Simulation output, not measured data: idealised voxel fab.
process module | voxel ribs on slabs
cross-section cut | 190 nm wide | cells 5 nm
A cross-section is a grid of square cells, given in bands from the top down. A band is one or more rows of cells.
Each band's line starts with the height of the band's top and of its bottom, in nm. Then come its materials from left to right, each with its width in nm. One material with "throughout" fills the band from edge to edge. "air" is empty space.
Height 0 is the level under which the wafer as received is all one material. The lowest band goes on downwards, as in "0 down".
A width such as "30 to 40" changes by the same amount from each row of cells to the next, from the band's top row to its bottom row.
"no change" after a step means that no cell of the cross-section changed.
closed voids: empty space of 8 cells or more with no open way to the top, each as width x height at its distance from the left edge, in nm
after a step's settings: what the simulator itself notes on the step
overlay nm, on a step with a mask: how far to the right of its planned place the mask lay; to the left if negative
plan
1 op RECEIVE | material Si
2 op DIRECTIONAL_DEP | material SiO2 | thk nm 20
3 op DIRECTIONAL_DEP | material SiN | thk nm 20
4 op DIRECTIONAL_DEP | material aC | thk nm 10
5 op PATTERN | tone cover | mask id RIB | material resist | width nm 30 | thk nm 30 | overlay nm 0
6 op DIRECTIONAL_ETCH | etch materials aC | depth nm 10
7 op STRIP | etch materials resist
8 op DIRECTIONAL_ETCH | etch materials SiN | depth nm 10
9 op STRIP | etch materials aC
10 op MASKED_ETCH | tone cover | mask id SLAB | width nm 70 | etch materials SiN | depth nm 10 | overlay nm 0
11 op FILL_DEP | material SiO2 | thk nm 20
12 op CMP | height nm 55
13 op DIRECTIONAL_DEP | material TiN | thk nm 10
14 op PATTERN | tone cover | mask id HEATER | material resist | width nm 40 | thk nm 20 | overlay nm 0
15 op DIRECTIONAL_ETCH | etch materials TiN | depth nm 10
16 op STRIP | etch materials resist
17 op CONFORMAL_DEP | material SiN | thk nm 5
as received, after step 1
  0 down: Si throughout
  closed voids: none
a wafer at the end: this start, this plan, one mistake
  70 to 65: air 70 | SiN 50 | air 70
  65 to 60: air 70 | SiN 5 | TiN 40 | SiN 5 | air 70
  60 to 55: SiN 75 | TiN 40 | SiN 75
  55 to 50: SiO2 80 | SiN 30 | SiO2 80
  50 to 40: SiO2 60 | SiN 70 | SiO2 60
  40 to 0: SiO2 throughout
  0 down: Si throughout
  closed voids: none
what went wrong: step 2 was run twice
